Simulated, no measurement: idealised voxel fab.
process module | voxel transistor to metal
cross-section cut | 160 nm wide | cells 5 nm
A cross-section is a grid of square cells, given in bands from the top down. A band is one or more rows of cells.
Each band's line starts with the height of the band's top and of its bottom, in nm. Then come its materials from left to right, each with its width in nm. One material with "throughout" fills the band from edge to edge. "air" is empty space.
Height 0 is the level under which the wafer as received is all one material. The lowest band goes on downwards, as in "0 down".
A width such as "30 to 40" changes by the same amount from each row of cells to the next, from the band's top row to its bottom row.
"no change" after a step means that no cell of the cross-section changed.
closed voids: empty space of 8 cells or more with no open way to the top, each as width x height at its distance from the left edge, in nm
after a step's settings: what the simulator itself notes on the step
overlay nm, on a step with a mask: how far to the right of its planned place the mask lay; to the left if negative
plan
1 op RECEIVE | material Si
2 op OXIDIZE | depth nm 5
3 op CONFORMAL_DEP | material SiN | thk nm 15
4 op DIRECTIONAL_DEP | material aC | thk nm 10
5 op PATTERN | tone cover | mask id ACTIVE | material resist | width nm 125 | thk nm 30 | overlay nm 0
6 op DIRECTIONAL_ETCH | etch materials aC | depth nm 10
7 op STRIP | etch materials resist
8 op DIRECTIONAL_ETCH | etch materials SiN | depth nm 15
9 op DIRECTIONAL_ETCH | etch materials SiO2 | depth nm 5
10 op DIRECTIONAL_ETCH | etch materials Si | depth nm 30
11 op STRIP | etch materials aC
12 op OXIDIZE | depth nm 5
13 op FILL_DEP | material SiO2 | thk nm 15
14 op CMP | height nm 15
15 op SELECTIVE_ETCH | etch materials SiO2 | depth nm 10
16 op STRIP | etch materials SiN
17 op SELECTIVE_ETCH | etch materials SiO2 | depth nm 5
18 op OXIDIZE | depth nm 5
19 op DIRECTIONAL_DEP | material polySi | thk nm 20
20 op DIRECTIONAL_DEP | material SiCN | thk nm 10
21 op DIRECTIONAL_DEP | material aC | thk nm 10
22 op PATTERN | tone cover | mask id GATE | material resist | width nm 25 | thk nm 30 | overlay nm 0
23 op DIRECTIONAL_ETCH | etch materials aC | depth nm 10
24 op STRIP | etch materials resist
25 op DIRECTIONAL_ETCH | etch materials SiCN | depth nm 20
26 op DIRECTIONAL_ETCH | etch materials polySi | depth nm 30
27 op STRIP | etch materials aC
28 op CONFORMAL_DEP | material SiO2 | thk nm 5
29 op DIRECTIONAL_ETCH | etch materials SiO2 | depth nm 5
30 op CONFORMAL_DEP | material SiN | thk nm 5
31 op DIRECTIONAL_ETCH | etch materials SiN | depth nm 5
32 op DIRECTIONAL_ETCH | etch materials SiO2 | depth nm 5
33 op DIRECTIONAL_ETCH | etch materials Si | depth nm 5
34 op EPI | material nSi | thk nm 5
35 op FILL_DEP | material SiO2 | thk nm 10
36 op CMP | height nm 25
37 op DIRECTIONAL_DEP | material SiO2 | thk nm 15
38 op MASKED_ETCH | tone open | mask id CONTACT | width nm 20 | pitch nm 85 | etch materials SiO2 | depth nm 50 | overlay nm 0
39 op CONFORMAL_DEP | material TiN | thk nm 5
40 op FILL_DEP | material Ru | thk nm 5
41 op CMP | height nm 40
42 op DIRECTIONAL_DEP | material TiN | thk nm 5
43 op DIRECTIONAL_DEP | material Ru | thk nm 20
44 op PATTERN | tone cover | mask id METAL_1 | material resist | width nm 20 | pitch nm 85 | thk nm 20 | overlay nm 0
45 op DIRECTIONAL_ETCH | etch materials Ru | depth nm 20
46 op DIRECTIONAL_ETCH | etch materials TiN | depth nm 5
47 op STRIP | etch materials resist
48 op CONFORMAL_DEP | material SiN | thk nm 5
49 op FILL_DEP | material SiO2 | thk nm 10
50 op CMP | height nm 65
51 op CONFORMAL_DEP | material SiCN | thk nm 5
as received, after step 1
  0 down: Si throughout
  closed voids: none
first wafer at the end, as planned
  70 to 65: SiCN throughout
  65 to 45: SiO2 20 | SiN 5 | Ru 20 | SiN 5 | SiO2 55 | SiN 5 | Ru 20 | SiN 5 | SiO2 25
  45 to 40: SiN 25 | TiN 20 | SiN 65 | TiN 20 | SiN 30
  40 to 25: SiO2 25 | TiN 5 | Ru 10 | TiN 5 | SiO2 65 | TiN 5 | Ru 10 | TiN 5 | SiO2 30
  25 to 15: SiO2 25 | TiN 5 | Ru 10 | TiN 5 | SiO2 10 | SiN 5 | SiO2 5 | SiCN 25 | SiO2 5 | SiN 5 | SiO2 10 | TiN 5 | Ru 10 | TiN 5 | SiO2 30
  15 to 0: SiO2 25 | TiN 5 | Ru 10 | TiN 5 | SiO2 10 | SiN 5 | SiO2 5 | polySi 25 | SiO2 5 | SiN 5 | SiO2 10 | TiN 5 | Ru 10 | TiN 5 | SiO2 30
  0 to -5: SiO2 15 | SiN 5 | SiO2 5 | TiN 5 | Ru 10 | TiN 5 | SiO2 10 | SiN 5 | SiO2 5 | polySi 25 | SiO2 5 | SiN 5 | SiO2 10 | TiN 5 | Ru 10 | TiN 5 | SiO2 5 | SiN 5 | SiO2 20
  -5 to -10: SiO2 25 | TiN 20 | SiO2 5 | nSi 5 | SiO2 45 | nSi 5 | SiO2 5 | TiN 20 | SiO2 30
  -10 to -15: SiO2 20 | nSi 35 | Si 45 | nSi 35 | SiO2 25
  -15 to -40: SiO2 20 | Si 115 | SiO2 25
  -40 down: Si throughout
  closed voids: none
second wafer at the end: like start, like plan, one mistake
  70 to 65: SiCN throughout
  65 to 45: SiO2 15 | SiN 5 | Ru 30 | SiN 5 | SiO2 45 | SiN 5 | Ru 30 | SiN 5 | SiO2 20
  45 to 40: SiN 20 | TiN 30 | SiN 55 | TiN 30 | SiN 25
  40 to 25: SiO2 25 | TiN 5 | Ru 10 | TiN 5 | SiO2 65 | TiN 5 | Ru 10 | TiN 5 | SiO2 30
  25 to 15: SiO2 25 | TiN 5 | Ru 10 | TiN 5 | SiO2 10 | SiN 5 | SiO2 5 | SiCN 25 | SiO2 5 | SiN 5 | SiO2 10 | TiN 5 | Ru 10 | TiN 5 | SiO2 30
  15 to 0: SiO2 25 | TiN 5 | Ru 10 | TiN 5 | SiO2 10 | SiN 5 | SiO2 5 | polySi 25 | SiO2 5 | SiN 5 | SiO2 10 | TiN 5 | Ru 10 | TiN 5 | SiO2 30
  0 to -5: SiO2 15 | SiN 5 | SiO2 5 | TiN 5 | Ru 10 | TiN 5 | SiO2 10 | SiN 5 | SiO2 5 | polySi 25 | SiO2 5 | SiN 5 | SiO2 10 | TiN 5 | Ru 10 | TiN 5 | SiO2 5 | SiN 5 | SiO2 20
  -5 to -10: SiO2 25 | TiN 20 | SiO2 5 | nSi 5 | SiO2 45 | nSi 5 | SiO2 5 | TiN 20 | SiO2 30
  -10 to -15: SiO2 20 | nSi 35 | Si 45 | nSi 35 | SiO2 25
  -15 to -40: SiO2 20 | Si 115 | SiO2 25
  -40 down: Si throughout
  closed voids: none
what went wrong: step 44 ran as: op PATTERN | tone cover | mask id METAL_1 | material resist | width nm 30 | pitch nm 85 | thk nm 20 | overlay nm 0
at the end the second wafer has, in cells: 16 more of Ru | 4 fewer of SiN | 16 fewer of SiO2 | 4 more of TiN
